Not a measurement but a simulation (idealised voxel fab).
Process module name: voxel lift off
Section shown: cut. Width: 260 nm. Cell size: 5 nm, square.
Heads up, the way a cross-section reads in here is a grid of square cells, handed over as bands from the top down, with every band being one or more rows of cells. Read a band's entry like this: the first values are the height of its top and the height of its bottom in nm, and what follows is the sequence of materials from left to right, each with its width in nm. Note that "air" is empty space, and that a single material marked "everywhere" reaches across the band from edge to edge. The level at which height equals 0 is the one under which the wafer, as it arrives, is entirely one material. No lower edge exists for the bottom band, which continues downward and is notated as in "from 0 down". Width "30 to 40": first value at the band's top row of cells, second value at its bottom row, equal change from row to row. You'll sometimes find "no modifications" written for a step, and that's the way of saying that nowhere in the cross-section did a cell change during that step. "closed voids" contains a list of empty spaces, each no smaller than 8 cells and without an open way to the top, written in the form width x height at distance with the distance from the left edge and all three in nm. Step line, after settings: the simulator's comment on this step. "overlay nm", when on a step's line for a step with a mask, measures how far to the right of its planned place the mask lay; a negative measure means to the left.
### Set out below are the planned steps of the process
1: RECEIVE (material Si)
2: CONFORMAL_DEP (material SiO2; thk nm 15)
3: PATTERN (tone open; mask id LINES; material resist; width nm 15; pitch nm 45; thk nm 30; overlay nm 0)
4: DIRECTIONAL_DEP (material Ru; thk nm 15)
5: STRIP (etch materials resist)
6: CONFORMAL_DEP (material SiN; thk nm 5)
### As-received state of the wafer in cross-section, equivalent to post-step 1
> from 0 down | Si everywhere
> closed voids: none
### End-of-module cross-section. Starting structure and process plan as above; one mistake made in running it
> from 30 to 25 | 95 air, then 25 SiN, then 20 air, then 25 SiN, then 95 air
> from 25 to 20 | 95 air, then 5 SiN, then 15 Ru, then 5 SiN, then 20 air, then 5 SiN, then 15 Ru, then 5 SiN, then 95 air
> from 20 to 15 | 100 SiN, then 15 Ru, then 30 SiN, then 15 Ru, then 100 SiN
> from 15 to 0 | SiO2 everywhere
> from 0 down | Si everywhere
> closed voids: none
It is concluded that the wafer was processed incorrectly with respect to the plan, in that step 4 was not run as planned; what actually ran was DIRECTIONAL_DEP (material Ru; thk nm 10)
